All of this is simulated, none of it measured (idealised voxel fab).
The document below concerns the process module designated voxel self aligned vias.
Square cell edge 5 nm, section width 230 nm, ID cut.
Cross-section layout: square cells on a grid; listed as bands, top to bottom; a band spans one or more cell rows.
Top height, bottom height, nm. Materials left to right, width each, nm. Single material + "everywhere" = fills band edge to edge. "blank" = empty.
The level at which height equals 0 is the one under which the wafer, as it arrives, is entirely one material. No lower edge exists for the bottom band, which continues downward and is notated as in "0 and below".
The expression "30 to 40" gives the width at the extremes of the band, the first number at its top row of cells and the second at its bottom row, with the width changing by equal amounts from each row to the next in between.
"nothing altered" (step): cross-section cells unchanged, all of them.
What "Enclosed void list" gives you is every empty space of 8 cells or more that is cut off from the top. Each appears as width x height at distance, with the distance taken from the left edge and width, height and distance all in nm.
It should be noted that, on the line of a given step, the content following the step's settings is a remark produced by the simulator itself with respect to that step.
overlay nm: on a step with a mask, how far right of its planned place the mask lay; negative means left.
**Process steps foreseen in the plan**
1,RECEIVE: material Si
2,CONFORMAL_DEP: material SiO2, thk nm 10
3,CONFORMAL_DEP: material SiCN, thk nm 5
4,DIRECTIONAL_DEP: material SiO2, thk nm 30
5,DIRECTIONAL_DEP: material aC, thk nm 10
6,PATTERN: tone open, mask id LINES, material resist, width nm 20, pitch nm 55, thk nm 30, overlay nm 0
7,DIRECTIONAL_ETCH: etch materials aC, depth nm 10
8,STRIP: etch materials resist
9,DIRECTIONAL_ETCH: etch materials SiO2, depth nm 30
10,STRIP: etch materials aC
11,CONFORMAL_DEP: material TiN, thk nm 5
12,FILL_DEP: material Ru, thk nm 5
13,CMP: height nm 45
14,SELECTIVE_ETCH: etch materials W Ru TiN, depth nm 10
15,FILL_DEP: material SiN, thk nm 10
16,CMP: height nm 45
17,DIRECTIONAL_DEP: material SiO2, thk nm 20
18,PATTERN: tone open, mask id VIAS, material resist, width nm 40, pitch nm 110, thk nm 20, overlay nm 0
19,DIRECTIONAL_ETCH: etch materials SiO2, depth nm 20
20,DIRECTIONAL_ETCH: etch materials SiN, depth nm 10
21,STRIP: etch materials resist
22,CONFORMAL_DEP: material TiN, thk nm 5
23,FILL_DEP: material Cu, thk nm 10
24,CMP: height nm 65
25,CONFORMAL_DEP: material SiN, thk nm 5
**So, the first of our two wafers, run just as we planned it**
**Cross-section: wafer on arrival = after step 1**
    0 and below: Si everywhere
    Enclosed void list: none
**You're looking at a cross-section of the wafer after step 2**
    10 down to 0: SiO2 everywhere
    Below a height of 0, the structure has not been altered.
**You're looking at a cross-section of the wafer after step 3**
    15 down to 10: SiCN everywhere
    Below a height of 10, the structure has not been altered.
**You're looking at a cross-section of the wafer after step 4**
    45 down to 15: SiO2 everywhere
    Below a height of 15, the structure has not been altered.
**You're looking at a cross-section of the wafer after step 5**
    55 down to 45: aC everywhere
    Below a height of 45, the structure has not been altered.
**You're looking at a cross-section of the wafer after step 6**
    85 down to 55: resist=50 | blank=20 | resist=35 | blank=20 | resist=35 | blank=20 | resist=50
    Below a height of 55, the structure has not been altered.
**You're looking at a cross-section of the wafer after step 7**
    75 down to 55: resist=50 | blank=20 | resist=35 | blank=20 | resist=35 | blank=20 | resist=50
    55 down to 45: aC=50 | blank=20 | aC=35 | blank=20 | aC=35 | blank=20 | aC=50
    Below a height of 45, the structure has not been altered.
**You're looking at a cross-section of the wafer after step 8**
    55 down to 45: aC=50 | blank=20 | aC=35 | blank=20 | aC=35 | blank=20 | aC=50
    Below a height of 45, the structure has not been altered.
**You're looking at a cross-section of the wafer after step 9**
    55 down to 45: aC=50 | blank=20 | aC=35 | blank=20 | aC=35 | blank=20 | aC=50
    45 down to 15: SiO2=50 | blank=20 | SiO2=35 | blank=20 | SiO2=35 | blank=20 | SiO2=50
    Below a height of 15, the structure has not been altered.
**You're looking at a cross-section of the wafer after step 10**
    45 down to 15: SiO2=50 | blank=20 | SiO2=35 | blank=20 | SiO2=35 | blank=20 | SiO2=50
    Below a height of 15, the structure has not been altered.
**You're looking at a cross-section of the wafer after step 11**
    50 down to 45: TiN=55 | blank=10 | TiN=45 | blank=10 | TiN=45 | blank=10 | TiN=55
    45 down to 20: SiO2=50 | TiN=5 | blank=10 | TiN=5 | SiO2=35 | TiN=5 | blank=10 | TiN=5 | SiO2=35 | TiN=5 | blank=10 | TiN=5 | SiO2=50
    20 down to 15: SiO2=50 | TiN=20 | SiO2=35 | TiN=20 | SiO2=35 | TiN=20 | SiO2=50
    Below a height of 15, the structure has not been altered.
**You're looking at a cross-section of the wafer after step 12**
    55 down to 50: Ru everywhere
    50 down to 45: TiN=55 | Ru=10 | TiN=45 | Ru=10 | TiN=45 | Ru=10 | TiN=55
    45 down to 20: SiO2=50 | TiN=5 | Ru=10 | TiN=5 | SiO2=35 | TiN=5 | Ru=10 | TiN=5 | SiO2=35 | TiN=5 | Ru=10 | TiN=5 | SiO2=50
    Below a height of 20, the structure has not been altered.
**You're looking at a cross-section of the wafer after step 13**
    45 down to 20: SiO2=50 | TiN=5 | Ru=10 | TiN=5 | SiO2=35 | TiN=5 | Ru=10 | TiN=5 | SiO2=35 | TiN=5 | Ru=10 | TiN=5 | SiO2=50
    Below a height of 20, the structure has not been altered.
**You're looking at a cross-section of the wafer after step 14**
    45 down to 35: SiO2=50 | blank=20 | SiO2=35 | blank=20 | SiO2=35 | blank=20 | SiO2=50
    Below a height of 35, the structure has not been altered.
**You're looking at a cross-section of the wafer after step 15**
    55 down to 45: SiN everywhere
    45 down to 35: SiO2=50 | SiN=20 | SiO2=35 | SiN=20 | SiO2=35 | SiN=20 | SiO2=50
    Below a height of 35, the structure has not been altered.
**You're looking at a cross-section of the wafer after step 16**
    45 down to 35: SiO2=50 | SiN=20 | SiO2=35 | SiN=20 | SiO2=35 | SiN=20 | SiO2=50
    Below a height of 35, the structure has not been altered.
**You're looking at a cross-section of the wafer after step 17**
    65 down to 45: SiO2 everywhere
    Below a height of 45, the structure has not been altered.
**You're looking at a cross-section of the wafer after step 18**
    85 down to 65: resist=40 | blank=40 | resist=70 | blank=40 | resist=40
    Below a height of 65, the structure has not been altered.
**You're looking at a cross-section of the wafer after step 19**
    85 down to 65: resist=40 | blank=40 | resist=70 | blank=40 | resist=40
    65 down to 45: SiO2=40 | blank=40 | SiO2=70 | blank=40 | SiO2=40
    Below a height of 45, the structure has not been altered.
**You're looking at a cross-section of the wafer after step 20**
    85 down to 65: resist=40 | blank=40 | resist=70 | blank=40 | resist=40
    65 down to 45: SiO2=40 | blank=40 | SiO2=70 | blank=40 | SiO2=40
    45 down to 35: SiO2=50 | blank=20 | SiO2=35 | SiN=20 | SiO2=35 | blank=20 | SiO2=50
    Below a height of 35, the structure has not been altered.
**You're looking at a cross-section of the wafer after step 21**
    65 down to 45: SiO2=40 | blank=40 | SiO2=70 | blank=40 | SiO2=40
    Below a height of 45, the structure has not been altered.
**You're looking at a cross-section of the wafer after step 22**
    70 down to 65: TiN=45 | blank=30 | TiN=80 | blank=30 | TiN=45
    65 down to 50: SiO2=40 | TiN=5 | blank=30 | TiN=5 | SiO2=70 | TiN=5 | blank=30 | TiN=5 | SiO2=40
    50 down to 45: SiO2=40 | TiN=15 | blank=10 | TiN=15 | SiO2=70 | TiN=15 | blank=10 | TiN=15 | SiO2=40
    45 down to 40: SiO2=50 | TiN=5 | blank=10 | TiN=5 | SiO2=35 | SiN=20 | SiO2=35 | TiN=5 | blank=10 | TiN=5 | SiO2=50
    40 down to 35: SiO2=50 | TiN=20 | SiO2=35 | SiN=20 | SiO2=35 | TiN=20 | SiO2=50
    Below a height of 35, the structure has not been altered.
**You're looking at a cross-section of the wafer after step 23**
    80 down to 70: Cu everywhere
    70 down to 65: TiN=45 | Cu=30 | TiN=80 | Cu=30 | TiN=45
    65 down to 50: SiO2=40 | TiN=5 | Cu=30 | TiN=5 | SiO2=70 | TiN=5 | Cu=30 | TiN=5 | SiO2=40
    50 down to 45: SiO2=40 | TiN=15 | Cu=10 | TiN=15 | SiO2=70 | TiN=15 | Cu=10 | TiN=15 | SiO2=40
    45 down to 40: SiO2=50 | TiN=5 | Cu=10 | TiN=5 | SiO2=35 | SiN=20 | SiO2=35 | TiN=5 | Cu=10 | TiN=5 | SiO2=50
    Below a height of 40, the structure has not been altered.
**You're looking at a cross-section of the wafer after step 24**
    65 down to 50: SiO2=40 | TiN=5 | Cu=30 | TiN=5 | SiO2=70 | TiN=5 | Cu=30 | TiN=5 | SiO2=40
    Below a height of 50, the structure has not been altered.
**You're looking at a cross-section of the wafer after step 25**
    70 down to 65: SiN everywhere
    Below a height of 65, the structure has not been altered.
**Companion wafer, the second of two: same beginning, same intended sequence, one mistake in carrying it out; through step 1 inclusive it tracks the first exactly**
**What the second wafer looks like in cross-section when step 2 should have wrapped up**
    5 down to 0: SiCN everywhere
    Below a height of 0, the structure has not been altered.
**What the second wafer looks like in cross-section when step 3 should have wrapped up**
    15 down to 5: SiO2 everywhere
    Below a height of 5, the structure has not been altered.
**What the second wafer looks like in cross-section when step 4 should have wrapped up**
    45 down to 5: SiO2 everywhere
    Below a height of 5, the structure has not been altered.
**What the second wafer looks like in cross-section when step 5 should have wrapped up**
    55 down to 45: aC everywhere
    Below a height of 45, the structure has not been altered.
**What the second wafer looks like in cross-section when step 6 should have wrapped up**
    85 down to 55: resist=50 | blank=20 | resist=35 | blank=20 | resist=35 | blank=20 | resist=50
    Below a height of 55, the structure has not been altered.
**What the second wafer looks like in cross-section when step 7 should have wrapped up**
    75 down to 55: resist=50 | blank=20 | resist=35 | blank=20 | resist=35 | blank=20 | resist=50
    55 down to 45: aC=50 | blank=20 | aC=35 | blank=20 | aC=35 | blank=20 | aC=50
    Below a height of 45, the structure has not been altered.
**What the second wafer looks like in cross-section when step 8 should have wrapped up**
    55 down to 45: aC=50 | blank=20 | aC=35 | blank=20 | aC=35 | blank=20 | aC=50
    Below a height of 45, the structure has not been altered.
**What the second wafer looks like in cross-section when step 9 should have wrapped up**
    55 down to 45: aC=50 | blank=20 | aC=35 | blank=20 | aC=35 | blank=20 | aC=50
    45 down to 15: SiO2=50 | blank=20 | SiO2=35 | blank=20 | SiO2=35 | blank=20 | SiO2=50
    Below a height of 15, the structure has not been altered.
**What the second wafer looks like in cross-section when step 10 should have wrapped up**
    45 down to 15: SiO2=50 | blank=20 | SiO2=35 | blank=20 | SiO2=35 | blank=20 | SiO2=50
    Below a height of 15, the structure has not been altered.
**What the second wafer looks like in cross-section when step 11 should have wrapped up**
    50 down to 45: TiN=55 | blank=10 | TiN=45 | blank=10 | TiN=45 | blank=10 | TiN=55
    45 down to 20: SiO2=50 | TiN=5 | blank=10 | TiN=5 | SiO2=35 | TiN=5 | blank=10 | TiN=5 | SiO2=35 | TiN=5 | blank=10 | TiN=5 | SiO2=50
    20 down to 15: SiO2=50 | TiN=20 | SiO2=35 | TiN=20 | SiO2=35 | TiN=20 | SiO2=50
    Below a height of 15, the structure has not been altered.
**What the second wafer looks like in cross-section when step 12 should have wrapped up**
    55 down to 50: Ru everywhere
    50 down to 45: TiN=55 | Ru=10 | TiN=45 | Ru=10 | TiN=45 | Ru=10 | TiN=55
    45 down to 20: SiO2=50 | TiN=5 | Ru=10 | TiN=5 | SiO2=35 | TiN=5 | Ru=10 | TiN=5 | SiO2=35 | TiN=5 | Ru=10 | TiN=5 | SiO2=50
    Below a height of 20, the structure has not been altered.
**What the second wafer looks like in cross-section when step 13 should have wrapped up**
    45 down to 20: SiO2=50 | TiN=5 | Ru=10 | TiN=5 | SiO2=35 | TiN=5 | Ru=10 | TiN=5 | SiO2=35 | TiN=5 | Ru=10 | TiN=5 | SiO2=50
    Below a height of 20, the structure has not been altered.
**What the second wafer looks like in cross-section when step 14 should have wrapped up**
    45 down to 35: SiO2=50 | blank=20 | SiO2=35 | blank=20 | SiO2=35 | blank=20 | SiO2=50
    Below a height of 35, the structure has not been altered.
**What the second wafer looks like in cross-section when step 15 should have wrapped up**
    55 down to 45: SiN everywhere
    45 down to 35: SiO2=50 | SiN=20 | SiO2=35 | SiN=20 | SiO2=35 | SiN=20 | SiO2=50
    Below a height of 35, the structure has not been altered.
**What the second wafer looks like in cross-section when step 16 should have wrapped up**
    45 down to 35: SiO2=50 | SiN=20 | SiO2=35 | SiN=20 | SiO2=35 | SiN=20 | SiO2=50
    Below a height of 35, the structure has not been altered.
**What the second wafer looks like in cross-section when step 17 should have wrapped up**
    65 down to 45: SiO2 everywhere
    Below a height of 45, the structure has not been altered.
**What the second wafer looks like in cross-section when step 18 should have wrapped up**
    85 down to 65: resist=40 | blank=40 | resist=70 | blank=40 | resist=40
    Below a height of 65, the structure has not been altered.
**What the second wafer looks like in cross-section when step 19 should have wrapped up**
    85 down to 65: resist=40 | blank=40 | resist=70 | blank=40 | resist=40
    65 down to 45: SiO2=40 | blank=40 | SiO2=70 | blank=40 | SiO2=40
    Below a height of 45, the structure has not been altered.
**What the second wafer looks like in cross-section when step 20 should have wrapped up**
    85 down to 65: resist=40 | blank=40 | resist=70 | blank=40 | resist=40
    65 down to 45: SiO2=40 | blank=40 | SiO2=70 | blank=40 | SiO2=40
    45 down to 35: SiO2=50 | blank=20 | SiO2=35 | SiN=20 | SiO2=35 | blank=20 | SiO2=50
    Below a height of 35, the structure has not been altered.
**What the second wafer looks like in cross-section when step 21 should have wrapped up**
    65 down to 45: SiO2=40 | blank=40 | SiO2=70 | blank=40 | SiO2=40
    Below a height of 45, the structure has not been altered.
**What the second wafer looks like in cross-section when step 22 should have wrapped up**
    70 down to 65: TiN=45 | blank=30 | TiN=80 | blank=30 | TiN=45
    65 down to 50: SiO2=40 | TiN=5 | blank=30 | TiN=5 | SiO2=70 | TiN=5 | blank=30 | TiN=5 | SiO2=40
    50 down to 45: SiO2=40 | TiN=15 | blank=10 | TiN=15 | SiO2=70 | TiN=15 | blank=10 | TiN=15 | SiO2=40
    45 down to 40: SiO2=50 | TiN=5 | blank=10 | TiN=5 | SiO2=35 | SiN=20 | SiO2=35 | TiN=5 | blank=10 | TiN=5 | SiO2=50
    40 down to 35: SiO2=50 | TiN=20 | SiO2=35 | SiN=20 | SiO2=35 | TiN=20 | SiO2=50
    Below a height of 35, the structure has not been altered.
**What the second wafer looks like in cross-section when step 23 should have wrapped up**
    80 down to 70: Cu everywhere
    70 down to 65: TiN=45 | Cu=30 | TiN=80 | Cu=30 | TiN=45
    65 down to 50: SiO2=40 | TiN=5 | Cu=30 | TiN=5 | SiO2=70 | TiN=5 | Cu=30 | TiN=5 | SiO2=40
    50 down to 45: SiO2=40 | TiN=15 | Cu=10 | TiN=15 | SiO2=70 | TiN=15 | Cu=10 | TiN=15 | SiO2=40
    45 down to 40: SiO2=50 | TiN=5 | Cu=10 | TiN=5 | SiO2=35 | SiN=20 | SiO2=35 | TiN=5 | Cu=10 | TiN=5 | SiO2=50
    Below a height of 40, the structure has not been altered.
**What the second wafer looks like in cross-section when step 24 should have wrapped up**
    65 down to 50: SiO2=40 | TiN=5 | Cu=30 | TiN=5 | SiO2=70 | TiN=5 | Cu=30 | TiN=5 | SiO2=40
    Below a height of 50, the structure has not been altered.
**What the second wafer looks like in cross-section when step 25 should have wrapped up**
    70 down to 65: SiN everywhere
    Below a height of 65, the structure has not been altered.
What was done differently from what was planned? order of steps 2 and 3 inverted relative to the plan
At the close, every material occupies the same number of cells on the second wafer as on the first, only in different positions.
